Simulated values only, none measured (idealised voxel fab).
Process module, titled voxel wiring stack
The cross-section shown here is cut; it is 195 nm wide and divided into square cells measuring 5 nm on a side.
When this document writes out a cross-section, it uses a grid of square cells and lists it as bands, beginning at the top and moving down, with a band standing for one or more rows of cells. The entry gives the band's vertical extent as a top height and a bottom height in nm, then its horizontal make-up as materials from left to right, each with a width in nm. "empty" stands for empty space; a single material marked "edge to edge" fills the band edge to edge. Convention: height 0 is the level below which the wafer, as received, is all one material. The lowest band does not terminate at the bottom but continues downward, represented as "0 down". The expression "30->40" gives the width at the extremes of the band, the first number at its top row of cells and the second at its bottom row, with the width changing by equal amounts from each row to the next in between. Where a step carries "nothing different", the cross-section came out of it unchanged, cell for cell. The entry titled "Enclosed voids" provides the empty spaces that have no open way to the top, restricted to those of 8 cells or more. Each is presented as width x height at distance, the distance being measured from the left edge, with all three in nm. Whatever follows a step's settings on its line is a remark the simulator itself makes about that step. What "overlay nm" on a step's line means: if the step has a mask, that mask lay this far to the right of its planned place, or, when the value is negative, to the left.

### Set out below are the planned steps of the process
1: RECEIVE, material Si
2: CONFORMAL_DEP, material SiO2, thk nm 15
3: DIRECTIONAL_DEP, material TiN, thk nm 5
4: DIRECTIONAL_DEP, material Ru, thk nm 15
5: PATTERN, tone cover, mask id METAL_1, material resist, width nm 30, pitch nm 45, thk nm 20, overlay nm 0
6: DIRECTIONAL_ETCH, etch materials Ru, depth nm 15
7: DIRECTIONAL_ETCH, etch materials TiN, depth nm 5
8: STRIP, etch materials resist
9: CONFORMAL_DEP, material SiCN, thk nm 5
10: FILL_DEP, material SiO2, thk nm 5
11: CMP, height nm 35
12: CONFORMAL_DEP, material SiCN, thk nm 5
13: DIRECTIONAL_DEP, material SiO2, thk nm 20
14: PATTERN, tone open, mask id PLUG_1, material resist, width nm 15, pitch nm 90, thk nm 15, overlay nm 0
15: DIRECTIONAL_ETCH, etch materials SiO2, depth nm 20
16: DIRECTIONAL_ETCH, etch materials SiCN, depth nm 5
17: STRIP, etch materials resist
18: EPI, material Ru, thk nm 10
19: EPI, material Ru, thk nm 10
20: EPI, material Ru, thk nm 5
21: DIRECTIONAL_DEP, material TiN, thk nm 5
22: DIRECTIONAL_DEP, material Ru, thk nm 20
23: MASKED_ETCH, tone cover, mask id METAL_2, width nm 20, pitch nm 45, etch materials Ru, depth nm 20, overlay nm 0
24: MASKED_ETCH, tone cover, mask id METAL_2, width nm 30, pitch nm 45, etch materials TiN, depth nm 5, overlay nm 0
25: FILL_DEP, material SiO2, thk nm 10
26: CMP, height nm 85
27: CONFORMAL_DEP, material SiN, thk nm 5
Wafer-to-wafer difference: width nm, step 23. Common start. Plan = first wafer's value.

### Cross-section of the first of several received wafers, showing its state after step 1
* 0 down: Si edge to edge
* Enclosed voids: none

### Last step of the module is step 27; after it, the first of several wafers in cross-section
* 90 to 85: SiN edge to edge
* 85 to 65: SiO2: 20 | Ru: 20 | SiO2: 25 | Ru: 20 | SiO2: 25 | Ru: 20 | SiO2: 25 | Ru: 20 | SiO2: 20
* 65 to 60: SiO2: 15 | TiN: 30 | SiO2: 15 | TiN: 30 | SiO2: 15 | TiN: 30 | SiO2: 15 | TiN: 30 | SiO2: 15
* 60 to 40: SiO2: 15 | Ru: 15 | SiO2: 75 | Ru: 15 | SiO2: 75
* 40 to 35: SiCN: 15 | Ru: 15 | SiCN: 75 | Ru: 15 | SiCN: 75
* 35 to 20: SiO2: 10 | SiCN: 5 | Ru: 30 | SiCN: 5 | SiO2: 5 | SiCN: 5 | Ru: 30 | SiCN: 5 | SiO2: 5 | SiCN: 5 | Ru: 30 | SiCN: 5 | SiO2: 5 | SiCN: 5 | Ru: 30 | SiCN: 5 | SiO2: 10
* 20 to 15: SiCN: 15 | TiN: 30 | SiCN: 15 | TiN: 30 | SiCN: 15 | TiN: 30 | SiCN: 15 | TiN: 30 | SiCN: 15
* 15 to 0: SiO2 edge to edge
* 0 down: Si edge to edge
* Enclosed voids: none

### Showing the last wafer in cross-section at the end of the module
* 90 to 85: SiN edge to edge
* 85 to 65: SiO2: 15 | Ru: 30 | SiO2: 15 | Ru: 30 | SiO2: 15 | Ru: 30 | SiO2: 15 | Ru: 30 | SiO2: 15
* 65 to 60: SiO2: 15 | TiN: 30 | SiO2: 15 | TiN: 30 | SiO2: 15 | TiN: 30 | SiO2: 15 | TiN: 30 | SiO2: 15
* 60 to 40: SiO2: 15 | Ru: 15 | SiO2: 75 | Ru: 15 | SiO2: 75
* 40 to 35: SiCN: 15 | Ru: 15 | SiCN: 75 | Ru: 15 | SiCN: 75
* 35 to 20: SiO2: 10 | SiCN: 5 | Ru: 30 | SiCN: 5 | SiO2: 5 | SiCN: 5 | Ru: 30 | SiCN: 5 | SiO2: 5 | SiCN: 5 | Ru: 30 | SiCN: 5 | SiO2: 5 | SiCN: 5 | Ru: 30 | SiCN: 5 | SiO2: 10
* 20 to 15: SiCN: 15 | TiN: 30 | SiCN: 15 | TiN: 30 | SiCN: 15 | TiN: 30 | SiCN: 15 | TiN: 30 | SiCN: 15
* 15 to 0: SiO2 edge to edge
* 0 down: Si edge to edge
* Enclosed voids: none

### Below, a row for every wafer. Read it as the end-of-module picture: for each material the wafer shows its cells gained (+) or lost (-) since it was received, and then its closed voids
width nm 20; +166 Ru; +72 SiCN; +39 SiN; +377 SiO2; +48 TiN; Enclosed voids: none
width nm 25; +182 Ru; +72 SiCN; +39 SiN; +361 SiO2; +48 TiN; Enclosed voids: none
width nm 30; +198 Ru; +72 SiCN; +39 SiN; +345 SiO2; +48 TiN; Enclosed voids: none
